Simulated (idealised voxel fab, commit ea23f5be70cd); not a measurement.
process module | voxel trench capacitor
cross-section cut | 290 nm wide | cells 5 nm
A cross-section is a grid of square cells, given in bands from the top down. A band is one or more rows of cells.
Each band's line starts with the height of the band's top and of its bottom, in nm. Then come its materials from left to right, each with its width in nm. One material with "throughout" fills the band from edge to edge. "air" is empty space.
Height 0 is the level under which the wafer as received is all one material. The lowest band goes on downwards, as in "0 down".
A width such as "30 to 40" changes by the same amount from each row of cells to the next, from the band's top row to its bottom row.
"no change" after a step means that no cell of the cross-section changed.
closed voids: empty space of 8 cells or more with no open way to the top, each as width x height at its distance from the left edge, in nm
after a step's settings: what the simulator itself notes on the step
overlay nm, on a step with a mask: how far to the right of its planned place the mask lay; to the left if negative
plan
1 op RECEIVE | material Si
2 op CONFORMAL_DEP | material SiN | thk nm 10
3 op DIRECTIONAL_DEP | material aC | thk nm 15
4 op PATTERN | tone open | mask id TRENCH | material resist | width nm 15 | pitch nm 50 | thk nm 30 | overlay nm 0
5 op DIRECTIONAL_ETCH | etch materials aC | depth nm 15
6 op STRIP | etch materials resist
7 op DIRECTIONAL_ETCH | etch materials SiN | depth nm 10
8 op DIRECTIONAL_ETCH | etch materials Si | depth nm 40
9 op STRIP | etch materials aC
10 op CONFORMAL_DEP | material HfO2 | thk nm 5
11 op CONFORMAL_DEP | material TiN | thk nm 5
12 op FILL_DEP | material W | thk nm 5
13 op CMP | height nm 10
varied across the wafers: width nm of step 4. The plan shows the first wafer's value. All wafers start alike
first wafer as received, after step 1
  0 down: Si throughout
  closed voids: none
first wafer at the end, after step 13
  10 to 0: SiN 60 | HfO2 5 | TiN 5 | HfO2 5 | SiN 35 | HfO2 5 | TiN 5 | HfO2 5 | SiN 35 | HfO2 5 | TiN 5 | HfO2 5 | SiN 35 | HfO2 5 | TiN 5 | HfO2 5 | SiN 65
  0 to -35: Si 60 | HfO2 5 | TiN 5 | HfO2 5 | Si 35 | HfO2 5 | TiN 5 | HfO2 5 | Si 35 | HfO2 5 | TiN 5 | HfO2 5 | Si 35 | HfO2 5 | TiN 5 | HfO2 5 | Si 65
  -35 to -40: Si 60 | HfO2 15 | Si 35 | HfO2 15 | Si 35 | HfO2 15 | Si 35 | HfO2 15 | Si 65
  -40 down: Si throughout
  closed voids: none
last wafer at the end
  10 to 0: SiN 50 | HfO2 5 | TiN 5 | W 15 | TiN 5 | HfO2 5 | SiN 15 | HfO2 5 | TiN 5 | W 15 | TiN 5 | HfO2 5 | SiN 15 | HfO2 5 | TiN 5 | W 15 | TiN 5 | HfO2 5 | SiN 15 | HfO2 5 | TiN 5 | W 15 | TiN 5 | HfO2 5 | SiN 55
  0 to -30: Si 50 | HfO2 5 | TiN 5 | W 15 | TiN 5 | HfO2 5 | Si 15 | HfO2 5 | TiN 5 | W 15 | TiN 5 | HfO2 5 | Si 15 | HfO2 5 | TiN 5 | W 15 | TiN 5 | HfO2 5 | Si 15 | HfO2 5 | TiN 5 | W 15 | TiN 5 | HfO2 5 | Si 55
  -30 to -35: Si 50 | HfO2 5 | TiN 25 | HfO2 5 | Si 15 | HfO2 5 | TiN 25 | HfO2 5 | Si 15 | HfO2 5 | TiN 25 | HfO2 5 | Si 15 | HfO2 5 | TiN 25 | HfO2 5 | Si 55
  -35 to -40: Si 50 | HfO2 35 | Si 15 | HfO2 35 | Si 15 | HfO2 35 | Si 15 | HfO2 35 | Si 55
  -40 down: Si throughout
  closed voids: none
each wafer at the end: cells of each material gained (+) or lost (-) since it was received, then its closed voids
width nm 15 | +84 HfO2 | -96 Si | +92 SiN | +36 TiN | closed voids: none
width nm 20 | +88 HfO2 | -128 Si | +84 SiN | +72 TiN | closed voids: none
width nm 25 | +92 HfO2 | -160 Si | +76 SiN | +76 TiN | +32 W | closed voids: none
width nm 30 | +96 HfO2 | -192 Si | +68 SiN | +80 TiN | +64 W | closed voids: none
width nm 35 | +100 HfO2 | -224 Si | +60 SiN | +84 TiN | +96 W | closed voids: none
